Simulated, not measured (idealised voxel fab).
process module | voxel capacitor over wiring
cross-section cut | 235 nm wide | cells 5 nm
A cross-section is a grid of square cells, given in bands from the top down. A band is one or more rows of cells.
Each band's line starts with the height of the band's top and of its bottom, in nm. Then come its materials from left to right, each with its width in nm. One material with "throughout" fills the band from edge to edge. "air" is empty space.
Height 0 is the level under which the wafer as received is all one material. The lowest band goes on downwards, as in "0 down".
A width such as "30 to 40" changes by the same amount from each row of cells to the next, from the band's top row to its bottom row.
"no change" after a step means that no cell of the cross-section changed.
closed voids: empty space of 8 cells or more with no open way to the top, each as width x height at its distance from the left edge, in nm
after a step's settings: what the simulator itself notes on the step
overlay nm, on a step with a mask: how far to the right of its planned place the mask lay; to the left if negative
plan
1 op RECEIVE | material Si
2 op CONFORMAL_DEP | material SiO2 | thk nm 10
3 op CONFORMAL_DEP | material SiCN | thk nm 5
4 op DIRECTIONAL_DEP | material lowk | thk nm 20
5 op DIRECTIONAL_DEP | material aC | thk nm 15
6 op PATTERN | tone open | mask id METAL_1 | material resist | width nm 30 | pitch nm 85 | thk nm 30 | overlay nm 0
7 op DIRECTIONAL_ETCH | etch materials aC | depth nm 15
8 op STRIP | etch materials resist
9 op DIRECTIONAL_ETCH | etch materials lowk | depth nm 20
10 op DIRECTIONAL_ETCH | etch materials SiCN | depth nm 5
11 op STRIP | etch materials aC
12 op CONFORMAL_DEP | material TiN | thk nm 5
13 op FILL_DEP | material Ru | thk nm 10
14 op CMP | height nm 35
15 op CONFORMAL_DEP | material SiCN | thk nm 5
16 op DIRECTIONAL_DEP | material lowk | thk nm 10
17 op MASKED_ETCH | tone open | mask id PLUG_1 | width nm 15 | etch materials lowk | depth nm 10 | overlay nm 0
18 op MASKED_ETCH | tone open | mask id PLUG_1 | width nm 15 | etch materials SiCN | depth nm 5 | overlay nm 0
19 op EPI | material Ru | thk nm 10
20 op EPI | material Ru | thk nm 5
21 op DIRECTIONAL_DEP | material TiN | thk nm 10
22 op DIRECTIONAL_DEP | material HfO2 | thk nm 5
23 op DIRECTIONAL_DEP | material TiN | thk nm 5
24 op PATTERN | tone cover | mask id UPPER_PLATE | material resist | width nm 60 | thk nm 15 | overlay nm 0
25 op DIRECTIONAL_ETCH | etch materials TiN | depth nm 5
26 op DIRECTIONAL_ETCH | etch materials HfO2 | depth nm 5
27 op STRIP | etch materials resist
28 op PATTERN | tone cover | mask id LOWER_PLATE | material resist | width nm 70 | thk nm 20 | overlay nm 0
29 op DIRECTIONAL_ETCH | etch materials TiN | depth nm 10
30 op STRIP | etch materials resist
31 op FILL_DEP | material SiO2 | thk nm 20
32 op CMP | height nm 85
33 op DIRECTIONAL_DEP | material aC | thk nm 10
34 op PATTERN | tone open | mask id PLUG_2 | material resist | width nm 15 | thk nm 30 | overlay nm 0
35 op DIRECTIONAL_ETCH | etch materials aC | depth nm 10
36 op STRIP | etch materials resist
37 op DIRECTIONAL_ETCH | etch materials SiO2 | depth nm 15
38 op STRIP | etch materials aC
39 op CONFORMAL_DEP | material TiN | thk nm 5
40 op FILL_DEP | material Cu | thk nm 5
41 op CMP | height nm 85
42 op CONFORMAL_DEP | material SiN | thk nm 5
first wafer, as planned
as received, after step 1
  0 down: Si throughout
  closed voids: none
after step 2
  10 to 0: SiO2 throughout
  below 0: unchanged
after step 3
  15 to 10: SiCN throughout
  below 10: unchanged
after step 4
  35 to 15: lowk throughout
  below 15: unchanged
after step 5
  50 to 35: aC throughout
  below 35: unchanged
after step 6
  80 to 50: resist 60 | air 30 | resist 55 | air 30 | resist 60
  below 50: unchanged
after step 7
  65 to 50: resist 60 | air 30 | resist 55 | air 30 | resist 60
  50 to 35: aC 60 | air 30 | aC 55 | air 30 | aC 60
  below 35: unchanged
after step 8
  50 to 35: aC 60 | air 30 | aC 55 | air 30 | aC 60
  below 35: unchanged
after step 9
  50 to 35: aC 60 | air 30 | aC 55 | air 30 | aC 60
  35 to 15: lowk 60 | air 30 | lowk 55 | air 30 | lowk 60
  below 15: unchanged
after step 10
  50 to 35: aC 60 | air 30 | aC 55 | air 30 | aC 60
  35 to 15: lowk 60 | air 30 | lowk 55 | air 30 | lowk 60
  15 to 10: SiCN 60 | air 30 | SiCN 55 | air 30 | SiCN 60
  below 10: unchanged
after step 11
  35 to 15: lowk 60 | air 30 | lowk 55 | air 30 | lowk 60
  below 15: unchanged
after step 12
  40 to 35: TiN 65 | air 20 | TiN 65 | air 20 | TiN 65
  35 to 15: lowk 60 | TiN 5 | air 20 | TiN 5 | lowk 55 | TiN 5 | air 20 | TiN 5 | lowk 60
  15 to 10: SiCN 60 | TiN 30 | SiCN 55 | TiN 30 | SiCN 60
  below 10: unchanged
after step 13
  50 to 40: Ru throughout
  40 to 35: TiN 65 | Ru 20 | TiN 65 | Ru 20 | TiN 65
  35 to 15: lowk 60 | TiN 5 | Ru 20 | TiN 5 | lowk 55 | TiN 5 | Ru 20 | TiN 5 | lowk 60
  below 15: unchanged
after step 14
  35 to 15: lowk 60 | TiN 5 | Ru 20 | TiN 5 | lowk 55 | TiN 5 | Ru 20 | TiN 5 | lowk 60
  below 15: unchanged
after step 15
  40 to 35: SiCN throughout
  below 35: unchanged
after step 16
  50 to 40: lowk throughout
  below 40: unchanged
after step 17
  50 to 40: lowk 75 | air 15 | lowk 145
  below 40: unchanged
after step 18
  50 to 40: lowk 75 | air 15 | lowk 145
  40 to 35: SiCN 75 | air 15 | SiCN 145
  below 35: unchanged
after step 19
  50 to 45: lowk 75 | air 15 | lowk 145
  45 to 40: lowk 75 | Ru 15 | lowk 145
  40 to 35: SiCN 75 | Ru 15 | SiCN 145
  below 35: unchanged
after step 20
  50 to 40: lowk 75 | Ru 15 | lowk 145
  below 40: unchanged
after step 21
  60 to 50: TiN throughout
  below 50: unchanged
after step 22
  65 to 60: HfO2 throughout
  below 60: unchanged
after step 23
  70 to 65: TiN throughout
  below 65: unchanged
after step 24
  85 to 70: air 75 | resist 60 | air 100
  below 70: unchanged
after step 25
  85 to 70: air 75 | resist 60 | air 100
  70 to 65: air 75 | TiN 60 | air 100
  below 65: unchanged
after step 26
  85 to 70: air 75 | resist 60 | air 100
  70 to 65: air 75 | TiN 60 | air 100
  65 to 60: air 75 | HfO2 60 | air 100
  below 60: unchanged
after step 27
  70 to 65: air 75 | TiN 60 | air 100
  below 65: unchanged
after step 28
  90 to 70: air 70 | resist 70 | air 95
  70 to 65: air 70 | resist 5 | TiN 60 | resist 5 | air 95
  65 to 60: air 70 | resist 5 | HfO2 60 | resist 5 | air 95
  below 60: unchanged
after step 29
  90 to 70: air 70 | resist 70 | air 95
  70 to 65: air 70 | resist 5 | TiN 60 | resist 5 | air 95
  65 to 60: air 70 | resist 5 | HfO2 60 | resist 5 | air 95
  60 to 50: air 70 | TiN 70 | air 95
  below 50: unchanged
after step 30
  70 to 65: air 75 | TiN 60 | air 100
  65 to 60: air 75 | HfO2 60 | air 100
  below 60: unchanged
after step 31
  90 to 70: SiO2 throughout
  70 to 65: SiO2 75 | TiN 60 | SiO2 100
  65 to 60: SiO2 75 | HfO2 60 | SiO2 100
  60 to 50: SiO2 70 | TiN 70 | SiO2 95
  below 50: unchanged
after step 32
  85 to 70: SiO2 throughout
  below 70: unchanged
after step 33
  95 to 85: aC throughout
  below 85: unchanged
after step 34
  125 to 95: resist 85 | air 15 | resist 135
  below 95: unchanged
after step 35
  115 to 95: resist 85 | air 15 | resist 135
  95 to 85: aC 85 | air 15 | aC 135
  below 85: unchanged
after step 36
  95 to 85: aC 85 | air 15 | aC 135
  below 85: unchanged
after step 37
  95 to 85: aC 85 | air 15 | aC 135
  85 to 70: SiO2 85 | air 15 | SiO2 135
  below 70: unchanged
after step 38
  85 to 70: SiO2 85 | air 15 | SiO2 135
  below 70: unchanged
after step 39
  90 to 85: TiN 90 | air 5 | TiN 140
  85 to 75: SiO2 85 | TiN 5 | air 5 | TiN 5 | SiO2 135
  75 to 65: SiO2 85 to 75 | TiN 15 to 60 | SiO2 135 to 100
  below 65: unchanged
after step 40
  95 to 90: Cu throughout
  90 to 85: TiN 90 | Cu 5 | TiN 140
  85 to 75: SiO2 85 | TiN 5 | Cu 5 | TiN 5 | SiO2 135
  below 75: unchanged
after step 41
  85 to 75: SiO2 85 | TiN 5 | Cu 5 | TiN 5 | SiO2 135
  below 75: unchanged
after step 42
  90 to 85: SiN throughout
  below 85: unchanged
second wafer: like start, like plan, one mistake. Through step 19 it matches the first wafer
when step 20 should have ended
  60 to 55: TiN 75 | air 15 | TiN 145
  55 to 50: TiN throughout
  50 to 45: lowk 75 | TiN 15 | lowk 145
  below 45: unchanged
when step 21 should have ended
  65 to 60: Ru 80 | air 5 | Ru 150
  60 to 55: TiN 75 | Ru 15 | TiN 145
  below 55: unchanged
when step 22 should have ended
  70 to 65: HfO2 80 | air 5 | HfO2 150
  65 to 60: Ru 80 | HfO2 5 | Ru 150
  below 60: unchanged
when step 23 should have ended
  75 to 70: TiN 80 | air 5 | TiN 150
  70 to 65: HfO2 80 | TiN 5 | HfO2 150
  below 65: unchanged
when step 24 should have ended
  90 to 75: air 75 | resist 60 | air 100
  75 to 70: TiN 80 | resist 5 | TiN 150
  below 70: unchanged
when step 25 should have ended
  90 to 75: air 75 | resist 60 | air 100
  75 to 70: air 75 | TiN 5 | resist 5 | TiN 50 | air 100
  below 70: unchanged
when step 26 should have ended
  90 to 75: air 75 | resist 60 | air 100
  75 to 70: air 75 | TiN 5 | resist 5 | TiN 50 | air 100
  70 to 65: air 75 | HfO2 5 | TiN 5 | HfO2 50 | air 100
  below 65: unchanged
when step 27 should have ended
  75 to 70: air 75 | TiN 5 | air 5 | TiN 50 | air 100
  below 70: unchanged
when step 28 should have ended
  95 to 75: air 70 | resist 70 | air 95
  75 to 70: air 70 | resist 5 | TiN 5 | resist 5 | TiN 50 | resist 5 | air 95
  70 to 65: air 70 | resist 5 | HfO2 5 | TiN 5 | HfO2 50 | resist 5 | air 95
  below 65: unchanged
when step 29 should have ended: no change
when step 30 should have ended
  75 to 70: air 75 | TiN 5 | air 5 | TiN 50 | air 100
  70 to 65: air 75 | HfO2 5 | TiN 5 | HfO2 50 | air 100
  below 65: unchanged
when step 31 should have ended
  95 to 75: SiO2 throughout
  75 to 70: SiO2 75 | TiN 5 | SiO2 5 | TiN 50 | SiO2 100
  70 to 65: SiO2 75 | HfO2 5 | TiN 5 | HfO2 50 | SiO2 100
  below 65: unchanged
when step 32 should have ended
  85 to 75: SiO2 throughout
  below 75: unchanged
when step 33 should have ended
  95 to 85: aC throughout
  below 85: unchanged
when step 34 should have ended
  125 to 95: resist 85 | air 15 | resist 135
  below 95: unchanged
when step 35 should have ended
  115 to 95: resist 85 | air 15 | resist 135
  95 to 85: aC 85 | air 15 | aC 135
  below 85: unchanged
when step 36 should have ended
  95 to 85: aC 85 | air 15 | aC 135
  below 85: unchanged
when step 37 should have ended
  95 to 85: aC 85 | air 15 | aC 135
  85 to 75: SiO2 85 | air 15 | SiO2 135
  below 75: unchanged
when step 38 should have ended
  85 to 75: SiO2 85 | air 15 | SiO2 135
  below 75: unchanged
when step 39 should have ended
  90 to 85: TiN 90 | air 5 | TiN 140
  85 to 80: SiO2 85 | TiN 5 | air 5 | TiN 5 | SiO2 135
  80 to 75: SiO2 85 | TiN 15 | SiO2 135
  below 75: unchanged
when step 40 should have ended
  95 to 90: Cu throughout
  90 to 85: TiN 90 | Cu 5 | TiN 140
  85 to 80: SiO2 85 | TiN 5 | Cu 5 | TiN 5 | SiO2 135
  below 80: unchanged
when step 41 should have ended
  85 to 80: SiO2 85 | TiN 5 | Cu 5 | TiN 5 | SiO2 135
  below 80: unchanged
when step 42 should have ended
  90 to 85: SiN throughout
  below 85: unchanged
what went wrong: steps 20 and 21 were swapped
at the end the second wafer has, in cells: 1 fewer of Cu | 46 more of Ru | 109 fewer of SiO2 | 64 more of TiN
